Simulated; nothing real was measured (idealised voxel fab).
Herein follows the process module entitled voxel self aligned vias.
It is cross-section cut that appears here, measuring 145 nm in width, its square cells being 5 nm in size.
The cross-sections in this document take the form of a grid made of square cells. They are written out as bands, in order from top to bottom. Each band consists of one or more rows of cells.
For a band, the entry starts with two heights in nm, that of the top and then that of the bottom, and carries on with the band's materials in order from left to right, each alongside its width in nm; the word "edge to edge" beside a single material means it fills the band edge to edge, and "empty" means empty space.
Below 0: as-received wafer, all one material; heights counted from there. Lowest band: no bottom, goes on down, written "top 0, no bottom".
The notation "30->40" denotes a width that varies across the rows of cells in the band, beginning at the first number in the top row, finishing at the second number in the bottom row, and changing by an identical amount from each row to the next.
It should be understood that the words "remained the same", when stated for a given step, signify that the cross-section underwent no change in any of its cells during that step.
"Closed empty spaces": empty spaces of 8 cells or more with no open way to the top, each given as width x height at distance, distance from the left edge, all in nm.
Past the settings on a step's line: simulator remark, on that step.
The line of a step may include "overlay nm". On a step with a mask, this value is how far to the right of its planned place the mask lay. A negative value means the mask lay to the left.
[Intended process steps]
| 1 | RECEIVE (material Si) |
| 2 | CONFORMAL_DEP (material SiO2; thk nm 15) |
| 3 | CONFORMAL_DEP (material SiCN; thk nm 5) |
| 4 | DIRECTIONAL_DEP (material SiO2; thk nm 25) |
| 5 | DIRECTIONAL_DEP (material aC; thk nm 15) |
| 6 | PATTERN (tone open; mask id LINES; material resist; width nm 30; pitch nm 60; thk nm 35; overlay nm 0) |
| 7 | DIRECTIONAL_ETCH (etch materials aC; depth nm 15) |
| 8 | STRIP (etch materials resist) |
| 9 | DIRECTIONAL_ETCH (etch materials SiO2; depth nm 25) |
| 10 | STRIP (etch materials aC) |
| 11 | CONFORMAL_DEP (material TiN; thk nm 5) |
| 12 | FILL_DEP (material Ru; thk nm 5) |
| 13 | CMP (height nm 45) |
| 14 | SELECTIVE_ETCH (etch materials W Ru TiN; depth nm 5) |
| 15 | FILL_DEP (material SiN; thk nm 5) |
| 16 | CMP (height nm 45) |
| 17 | DIRECTIONAL_DEP (material SiO2; thk nm 15) |
| 18 | MASKED_ETCH (tone open; mask id VIAS; width nm 40; etch materials SiO2; depth nm 15; overlay nm 0) |
| 19 | MASKED_ETCH (tone open; mask id VIAS; width nm 40; etch materials SiN; depth nm 5; overlay nm 0) |
| 20 | CONFORMAL_DEP (material TiN; thk nm 5) |
| 21 | FILL_DEP (material Cu; thk nm 5) |
| 22 | CMP (height nm 60) |
| 23 | CONFORMAL_DEP (material SiN; thk nm 5) |
[Wafer cross-section on receipt, i.e. after step 1]
- top 0, no bottom | Si edge to edge
- Closed empty spaces: none
[Cross-section taken at module completion on the first of two wafers; processed per the plan]
- top 65, bottom 60 | SiN edge to edge
- top 60, bottom 50 | SiO2: 20, TiN: 5, Cu: 30, TiN: 5, SiO2: 85
- top 50, bottom 45 | SiO2: 20, TiN: 10, Cu: 20, TiN: 10, SiO2: 85
- top 45, bottom 40 | SiO2: 25, TiN: 30, SiO2: 30, SiN: 30, SiO2: 30
- top 40, bottom 25 | SiO2: 25, TiN: 5, Ru: 20, TiN: 5, SiO2: 30, TiN: 5, Ru: 20, TiN: 5, SiO2: 30
- top 25, bottom 20 | SiO2: 25, TiN: 30, SiO2: 30, TiN: 30, SiO2: 30
- top 20, bottom 15 | SiCN edge to edge
- top 15, bottom 0 | SiO2 edge to edge
- top 0, no bottom | Si edge to edge
- Closed empty spaces: none
[End-of-module cross-section of the second wafer: identical starting point and process plan to the first, with one processing mistake]
- top 65, bottom 60 | SiN edge to edge
- top 60, bottom 50 | SiO2: 25, TiN: 5, Cu: 30, TiN: 5, SiO2: 80
- top 50, bottom 45 | SiO2: 25, TiN: 5, Cu: 20, TiN: 15, SiO2: 80
- top 45, bottom 40 | SiO2: 25, TiN: 30, SiO2: 30, SiN: 30, SiO2: 30
- top 40, bottom 25 | SiO2: 25, TiN: 5, Ru: 20, TiN: 5, SiO2: 30, TiN: 5, Ru: 20, TiN: 5, SiO2: 30
- top 25, bottom 20 | SiO2: 25, TiN: 30, SiO2: 30, TiN: 30, SiO2: 30
- top 20, bottom 15 | SiCN edge to edge
- top 15, bottom 0 | SiO2 edge to edge
- top 0, no bottom | Si edge to edge
- Closed empty spaces: none
Plan not followed: step 18 ran differently from the plan; actual operation with settings: MASKED_ETCH (tone open; mask id VIAS; width nm 40; etch materials SiO2; depth nm 15; overlay nm 5)
Tallied in cells, the final second wafer holds each material in the same quantity as the first, although not at the same places.
